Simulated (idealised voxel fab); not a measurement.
Module name: voxel lift off (process module)
FYI the section here is cut, 175 nm wide, cells are 5 nm squares.
How to read a cross-section here: the picture is a grid of square cells, written as bands going from the top down, and any band can span one or more rows of cells. What a band's entry tells you: where the top is and where the bottom is, as heights in nm, and after that what lies inside, material by material from left to right, each with its width in nm. Empty space is written as the word "empty", and a single material marked with the word "everywhere" occupies the band from edge to edge. We count height from 0. Below that, the starting wafer is all one material. The lowest band never ends at the bottom but goes on down; see "0 and below" for how that is written. Quick explanation for "30 to 40": the width changes in equal steps down the rows of cells, from the first number in the band's top row to the second number in its bottom row. Given "remained unchanged" for a step, no cell of the cross-section differs between before and after that step. Under "Voids, enclosed" you'll find the enclosed gaps, the ones with no way out to the top, that are 8 cells or bigger; each reads width x height at distance, with distance counted from the left edge, everything in nm. The remark found on a step's line after its settings is issued by the simulator itself and pertains to that step. The setting "overlay nm" may be written on the line of a step. When the step uses a mask, the value reports how far to the right of the planned place the mask lay, and a negative value reports that it lay to the left.

**plan**
- 1: RECEIVE with material Si
- 2: CONFORMAL_DEP with material SiN, thk nm 15
- 3: PATTERN with tone open, mask id LINES, material resist, width nm 15, pitch nm 35, thk nm 25, overlay nm 0
- 4: DIRECTIONAL_DEP with material Ru, thk nm 10
- 5: STRIP with etch materials resist
- 6: CONFORMAL_DEP with material SiCN, thk nm 10

**Shown in cross-section is the wafer as received, that is, as it stands after step 1**
> 0 and below = Si everywhere
> Voids, enclosed: none

**Figure: cross-sectional view of the wafer upon completion of the module, processed from the initial state and according to the plan depicted above, with one error introduced during execution**
> 35 down to 25 = empty=15; SiCN=145; empty=15
> 25 down to 15 = SiCN=25; Ru=20; SiCN=15; Ru=20; SiCN=15; Ru=20; SiCN=15; Ru=20; SiCN=25
> 15 down to 0 = SiN everywhere
> 0 and below = Si everywhere
> Voids, enclosed: none
Diagnosis: step 3: run off-plan, actual operation and settings PATTERN with tone open, mask id LINES, material resist, width nm 20, pitch nm 35, thk nm 25, overlay nm 0
